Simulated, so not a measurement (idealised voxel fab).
You're looking at the process module voxel ribs on slabs.
Cross-section cut: width 150 nm, square cells of 5 nm.
Each cross-section below is a grid of square cells, stated as bands in top-down order, with one or more rows of cells making up each band. The entry gives the band's vertical extent as a top height and a bottom height in nm, then its horizontal make-up as materials from left to right, each with a width in nm. "empty" stands for empty space; a single material marked "throughout" fills the band edge to edge. We count height from 0. Below that, the starting wafer is all one material. The lowest band never ends at the bottom but goes on down; see "from 0 down" for how that is written. Note: "30..40" means the width goes from the first number (top row of the band) to the second number (bottom row) in equal steps per row of cells. Basically "remained the same" means that step didn't change any cell in the cross-section. You'll see "Trapped void list" listing empty spaces that have no way open to the top, as long as they're 8 cells or more; the notation is width x height at distance, where the distance is from the left edge, and all of it is in nm. Note: text after step settings on the step line = simulator remark on that step. overlay nm: on a step with a mask, how far right of its planned place the mask lay; negative means left.

# Listed below are the process steps as planned
1 RECEIVE,material Si
2 DIRECTIONAL_DEP,material SiO2,thk nm 30
3 DIRECTIONAL_DEP,material polySi,thk nm 20
4 DIRECTIONAL_DEP,material aC,thk nm 15
5 PATTERN,tone cover,mask id RIB,material resist,width nm 20,thk nm 30,overlay nm 0
6 DIRECTIONAL_ETCH,etch materials aC,depth nm 15
7 STRIP,etch materials resist
8 DIRECTIONAL_ETCH,etch materials polySi,depth nm 15
9 STRIP,etch materials aC
10 PATTERN,tone cover,mask id SLAB,material resist,width nm 60,thk nm 15,overlay nm -15
11 DIRECTIONAL_ETCH,etch materials polySi,depth nm 5
12 STRIP,etch materials resist
13 FILL_DEP,material SiO2,thk nm 25
14 CMP,height nm 65
15 DIRECTIONAL_DEP,material W,thk nm 5
16 PATTERN,tone cover,mask id HEATER,material resist,width nm 30,thk nm 15,overlay nm 0
17 DIRECTIONAL_ETCH,etch materials W,depth nm 5
18 STRIP,etch materials resist
19 CONFORMAL_DEP,material SiO2,thk nm 5
Split variable: overlay nm, step 10. Plan value = first wafer. Wafers start alike.

# The as-received cross-section of the first of several wafers corresponds to the state after step 1
  from 0 down  Si throughout
  Trapped void list: none

# Gained (+) or lost (-) cells of each material since receipt, then closed voids: one row per wafer, at the end of the module
overlay nm -15; +398 SiO2; +6 W; +24 polySi; Trapped void list: none
overlay nm -10; +398 SiO2; +6 W; +24 polySi; Trapped void list: none
overlay nm -5; +398 SiO2; +6 W; +24 polySi; Trapped void list: none
overlay nm 0; +398 SiO2; +6 W; +24 polySi; Trapped void list: none
overlay nm 5; +398 SiO2; +6 W; +24 polySi; Trapped void list: none
overlay nm 10; +398 SiO2; +6 W; +24 polySi; Trapped void list: none
overlay nm 15; +398 SiO2; +6 W; +24 polySi; Trapped void list: none
